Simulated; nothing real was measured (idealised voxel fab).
Herein follows the process module entitled voxel released beams.
Square cells of 5 nm make up the cross-section cut, whose width is 165 nm.
Just so we're on the same page, the cross-sections are grids of square cells, and they're listed out in bands top to bottom, each band one or more rows deep.
For a band, the entry starts with two heights in nm, that of the top and then that of the bottom, and carries on with the band's materials in order from left to right, each alongside its width in nm; the word "edge to edge" beside a single material means it fills the band edge to edge, and "empty" means empty space.
Heights from 0 (as-received wafer is one material below). Bottom band endless downward, as "0 down".
A width given as "30 to 40" starts at the first number in the band's top row and ends at the second number in its bottom row, shifting by an equal amount at every step from row to row.
Reading "no modifications" for a step: not a cell of the cross-section changed in it.
The entry titled "Closed cavity list" provides the empty spaces that have no open way to the top, restricted to those of 8 cells or more. Each is presented as width x height at distance, the distance being measured from the left edge, with all three in nm.
Step line, after settings: the simulator's comment on this step.
Among the settings permitted on a step's line is "overlay nm"; applied to a step with a mask, it specifies the extent to which the mask lay to the right of its planned position, whereas a negative figure signifies a position to the left.
# The steps planned for the process are as follows
1) RECEIVE,material Si
2) CONFORMAL_DEP,material Al2O3,thk nm 10
3) DIRECTIONAL_DEP,material SiO2,thk nm 15
4) PATTERN,tone open,mask id ANCHOR,material resist,width nm 30,thk nm 15,overlay nm 0
5) DIRECTIONAL_ETCH,etch materials SiO2,depth nm 15
6) STRIP,etch materials resist
7) CONFORMAL_DEP,material W,thk nm 10
8) PATTERN,tone cover,mask id BEAM,material resist,width nm 110,thk nm 20,overlay nm 0
9) DIRECTIONAL_ETCH,etch materials W,depth nm 10
10) STRIP,etch materials resist
11) STRIP,etch materials SiO2
# Cross-section, incoming material, after step 1
    0 down  Si edge to edge
    Closed cavity list: none
# Below is the wafer in cross-section after the module was completed. It began from the starting point shown above and followed the plan shown above, except that one mistake was made while running it
    25 to 15  empty=25, then W=15, then empty=10, then W=85, then empty=30
    15 to 10  empty=30, then W=10, then empty=10, then W=10, then empty=105
    10 to 0  empty=30, then W=30, then empty=105
    0 down  Si edge to edge
    Closed cavity list: none
The mistake made against the process plan was this: step 2 of the plan never got run, it was skipped over
